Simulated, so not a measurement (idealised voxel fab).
The following is a process module called voxel plated lines.
Pictured: cross-section cut, 265 nm wide, on a grid of 5 nm square cells.
A cross-section is written here as square cells arranged in a grid, and it is given in bands from the top down, each band taking up one or more rows of cells.
A band entry consists of two parts. The first gives the height of the band's top and the height of its bottom, in nm. The rest lists the band's materials from left to right, each with its width in nm. A single material labelled with the word "full width" fills the band from edge to edge, and the word "empty" marks empty space.
It should be noted that heights are counted from 0, beneath which the wafer as supplied is of one material throughout, and that the lowest band possesses no lower boundary but continues downward, as written in "0..down".
Width "30->40": first value at the band's top row of cells, second value at its bottom row, equal change from row to row.
A step reported as "remained unchanged" is a step in which no cell of the cross-section changed.
"Tabulated closed voids": empty spaces of 8 cells or more with no open way to the top, each given as width x height at distance, distance from the left edge, all in nm.
That trailing text on a step's line, after the settings, is the simulator's own remark on the step.
When a step includes a mask, the "overlay nm" setting on its line states how far to the right of its planned place that mask lay, and negative values state how far to the left.

The steps planned for the process are as follows:
step 1: op RECEIVE | material Si
step 2: op CONFORMAL_DEP | material SiO2 | thk nm 15
step 3: op DIRECTIONAL_DEP | material TiN | thk nm 5
step 4: op PATTERN | tone open | mask id LINES | material resist | width nm 20 | pitch nm 50 | thk nm 20 | overlay nm 0
step 5: op EPI | material Ru | thk nm 5
step 6: op STRIP | etch materials resist
step 7: op DIRECTIONAL_ETCH | etch materials TiN | depth nm 5
step 8: op CONFORMAL_DEP | material SiN | thk nm 10

Cross-section of the wafer at receipt, which is the condition after step 1:
> 0..down | Si full width
> Tabulated closed voids: none

The cross-section shown corresponds to the wafer at the conclusion of the module. The initial structure and the process plan are those presented above; however, one mistake occurred in executing the plan:
> 35..25 | empty: 40; SiN: 35; empty: 15; SiN: 35; empty: 15; SiN: 35; empty: 15; SiN: 35; empty: 40
> 25..20 | SiN: 50; Ru: 15; SiN: 35; Ru: 15; SiN: 35; Ru: 15; SiN: 35; Ru: 15; SiN: 50
> 20..15 | SiN: 50; TiN: 15; SiN: 35; TiN: 15; SiN: 35; TiN: 15; SiN: 35; TiN: 15; SiN: 50
> 15..0 | SiO2 full width
> 0..down | Si full width
> Tabulated closed voids: none
Error vs. plan: heads up, step 4 didn't go per plan, it actually ran as op PATTERN | tone open | mask id LINES | material resist | width nm 15 | pitch nm 50 | thk nm 20 | overlay nm 0
